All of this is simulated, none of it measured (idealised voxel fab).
process module | voxel wiring stack
cross-section cut | 220 nm wide | cells 5 nm
A cross-section is a grid of square cells, given in bands from the top down. A band is one or more rows of cells.
Each band's line starts with the height of the band's top and of its bottom, in nm. Then come its materials from left to right, each with its width in nm. One material with "throughout" fills the band from edge to edge. "air" is empty space.
Height 0 is the level under which the wafer as received is all one material. The lowest band goes on downwards, as in "0 down".
A width such as "30 to 40" changes by the same amount from each row of cells to the next, from the band's top row to its bottom row.
"no change" after a step means that no cell of the cross-section changed.
closed voids: empty space of 8 cells or more with no open way to the top, each as width x height at its distance from the left edge, in nm
after a step's settings: what the simulator itself notes on the step
overlay nm, on a step with a mask: how far to the right of its planned place the mask lay; to the left if negative
plan
1 op RECEIVE | material Si
2 op CONFORMAL_DEP | material SiO2 | thk nm 15
3 op CONFORMAL_DEP | material SiCN | thk nm 5
4 op DIRECTIONAL_DEP | material lowk | thk nm 15
5 op PATTERN | tone open | mask id METAL_1 | material resist | width nm 25 | pitch nm 45 | thk nm 15 | overlay nm 0
6 op DIRECTIONAL_ETCH | etch materials lowk | depth nm 15
7 op DIRECTIONAL_ETCH | etch materials SiCN | depth nm 5
8 op STRIP | etch materials resist
9 op CONFORMAL_DEP | material TiN | thk nm 5
10 op FILL_DEP | material Cu | thk nm 10
11 op CMP | height nm 35
12 op EPI | material Ru | thk nm 5
13 op FILL_DEP | material SiCN | thk nm 5
14 op DIRECTIONAL_DEP | material lowk | thk nm 20
15 op PATTERN | tone open | mask id PLUG_1 | material resist | width nm 15 | thk nm 20 | overlay nm 0
16 op DIRECTIONAL_ETCH | etch materials lowk | depth nm 20
17 op DIRECTIONAL_ETCH | etch materials SiCN | depth nm 5
18 op STRIP | etch materials resist
19 op CONFORMAL_DEP | material TiN | thk nm 5
20 op FILL_DEP | material Cu | thk nm 10
21 op CMP | height nm 65
22 op CONFORMAL_DEP | material SiCN | thk nm 5
23 op DIRECTIONAL_DEP | material lowk | thk nm 20
24 op PATTERN | tone open | mask id METAL_2 | material resist | width nm 25 | pitch nm 45 | thk nm 15 | overlay nm 0
25 op DIRECTIONAL_ETCH | etch materials lowk | depth nm 20
26 op DIRECTIONAL_ETCH | etch materials SiCN | depth nm 5
27 op STRIP | etch materials resist
28 op CONFORMAL_DEP | material TiN | thk nm 5
29 op FILL_DEP | material Cu | thk nm 5
30 op CMP | height nm 90
31 op EPI | material Ru | thk nm 5
32 op FILL_DEP | material SiCN | thk nm 5
33 op DIRECTIONAL_DEP | material SiO2 | thk nm 30
34 op PATTERN | tone open | mask id METAL_3_HOLES | material resist | width nm 15 | thk nm 20 | overlay nm 0
35 op DIRECTIONAL_ETCH | etch materials SiO2 | depth nm 30
36 op STRIP | etch materials resist
37 op PATTERN | tone open | mask id METAL_3 | material resist | width nm 25 | pitch nm 45 | thk nm 20 | overlay nm 0
38 op DIRECTIONAL_ETCH | etch materials SiO2 | depth nm 15
39 op DIRECTIONAL_ETCH | etch materials SiCN | depth nm 5
40 op STRIP | etch materials resist
41 op CONFORMAL_DEP | material TiN | thk nm 5
42 op FILL_DEP | material Cu | thk nm 10
43 op CMP | height nm 130
44 op CONFORMAL_DEP | material SiCN | thk nm 5
45 op DIRECTIONAL_DEP | material lowk | thk nm 30
46 op PATTERN | tone open | mask id METAL_4 | material resist | width nm 25 | pitch nm 45 | thk nm 15 | overlay nm 0
47 op DIRECTIONAL_ETCH | etch materials lowk | depth nm 15
48 op STRIP | etch materials resist
49 op PATTERN | tone open | mask id METAL_4_HOLES | material resist | width nm 15 | pitch nm 45 | thk nm 15 | overlay nm 0
50 op DIRECTIONAL_ETCH | etch materials lowk | depth nm 15
51 op DIRECTIONAL_ETCH | etch materials SiCN | depth nm 5
52 op STRIP | etch materials resist
53 op CONFORMAL_DEP | material TiN | thk nm 5
54 op FILL_DEP | material Cu | thk nm 5
55 op CMP | height nm 165
56 op CONFORMAL_DEP | material SiCN | thk nm 5
as received, after step 1
  0 down: Si throughout
  closed voids: none
first wafer at the end, as planned
  170 to 165: SiCN throughout
  165 to 155: lowk 75 | TiN 5 | Cu 15 | TiN 5 | lowk 20 | TiN 5 | Cu 15 | TiN 5 | lowk 75
  155 to 150: lowk 75 | TiN 5 | Cu 5 | TiN 15 | lowk 20 | TiN 5 | Cu 5 | TiN 15 | lowk 75
  150 to 135: lowk 75 | TiN 5 | Cu 5 | TiN 5 | lowk 30 | TiN 5 | Cu 5 | TiN 5 | lowk 85
  135 to 130: SiCN 75 | TiN 15 | SiCN 30 | TiN 15 | SiCN 85
  130 to 120: SiO2 75 | TiN 5 | Cu 15 | TiN 5 | SiO2 20 | TiN 5 | Cu 15 | TiN 5 | SiO2 75
  120 to 115: SiO2 75 | TiN 5 | Cu 5 | TiN 15 | SiO2 20 | TiN 25 | SiO2 75
  115 to 100: SiO2 75 | TiN 5 | Cu 5 | TiN 5 | SiO2 130
  100 to 95: SiCN 75 | TiN 15 | SiCN 130
  95 to 90: SiCN 70 | Ru 35 | SiCN 10 | Ru 35 | SiCN 70
  90 to 70: lowk 75 | TiN 5 | Cu 15 | TiN 5 | lowk 20 | TiN 5 | Cu 15 | TiN 5 | lowk 75
  70 to 65: SiCN 75 | TiN 25 | SiCN 20 | TiN 25 | SiCN 75
  65 to 45: lowk 75 | TiN 5 | Cu 5 | TiN 5 | lowk 130
  45 to 40: SiCN 75 | TiN 15 | SiCN 130
  40 to 35: SiCN 70 | Ru 35 | SiCN 10 | Ru 35 | SiCN 70
  35 to 20: lowk 75 | TiN 5 | Cu 15 | TiN 5 | lowk 20 | TiN 5 | Cu 15 | TiN 5 | lowk 75
  20 to 15: SiCN 75 | TiN 25 | SiCN 20 | TiN 25 | SiCN 75
  15 to 0: SiO2 throughout
  0 down: Si throughout
  closed voids: none
second wafer at the end: like start, like plan, one mistake
  170 to 165: SiCN throughout
  165 to 155: lowk 75 | TiN 5 | Cu 15 | TiN 5 | lowk 20 | TiN 5 | Cu 15 | TiN 5 | lowk 75
  155 to 150: lowk 75 | TiN 5 | Cu 5 | TiN 15 | lowk 20 | TiN 5 | Cu 5 | TiN 15 | lowk 75
  150 to 135: lowk 75 | TiN 5 | Cu 5 | TiN 5 | lowk 30 | TiN 5 | Cu 5 | TiN 5 | lowk 85
  135 to 130: SiCN 75 | TiN 15 | SiCN 30 | TiN 15 | SiCN 85
  130 to 120: SiO2 75 | TiN 5 | Cu 15 | TiN 5 | SiO2 20 | TiN 5 | Cu 15 | TiN 5 | SiO2 75
  120 to 115: SiO2 75 | TiN 5 | Cu 5 | TiN 15 | SiO2 20 | TiN 25 | SiO2 75
  115 to 100: SiO2 75 | TiN 5 | Cu 5 | TiN 5 | SiO2 130
  100 to 95: SiCN 75 | TiN 15 | SiCN 130
  95 to 90: SiCN 60 | Ru 35 | SiCN 10 | Ru 35 | SiCN 80
  90 to 70: lowk 65 | TiN 5 | Cu 15 | TiN 5 | lowk 20 | TiN 5 | Cu 15 | TiN 5 | lowk 85
  70 to 65: SiCN 65 | TiN 25 | SiCN 20 | TiN 25 | SiCN 85
  65 to 45: lowk 75 | TiN 5 | Cu 5 | TiN 5 | lowk 130
  45 to 40: SiCN 75 | TiN 15 | SiCN 130
  40 to 35: SiCN 70 | Ru 35 | SiCN 10 | Ru 35 | SiCN 70
  35 to 20: lowk 75 | TiN 5 | Cu 15 | TiN 5 | lowk 20 | TiN 5 | Cu 15 | TiN 5 | lowk 75
  20 to 15: SiCN 75 | TiN 25 | SiCN 20 | TiN 25 | SiCN 75
  15 to 0: SiO2 throughout
  0 down: Si throughout
  closed voids: none
what went wrong: step 24 ran as: op PATTERN | tone open | mask id METAL_2 | material resist | width nm 25 | pitch nm 45 | thk nm 15 | overlay nm -10
at the end the second wafer has, in cells: as many of each material as the first, in other places
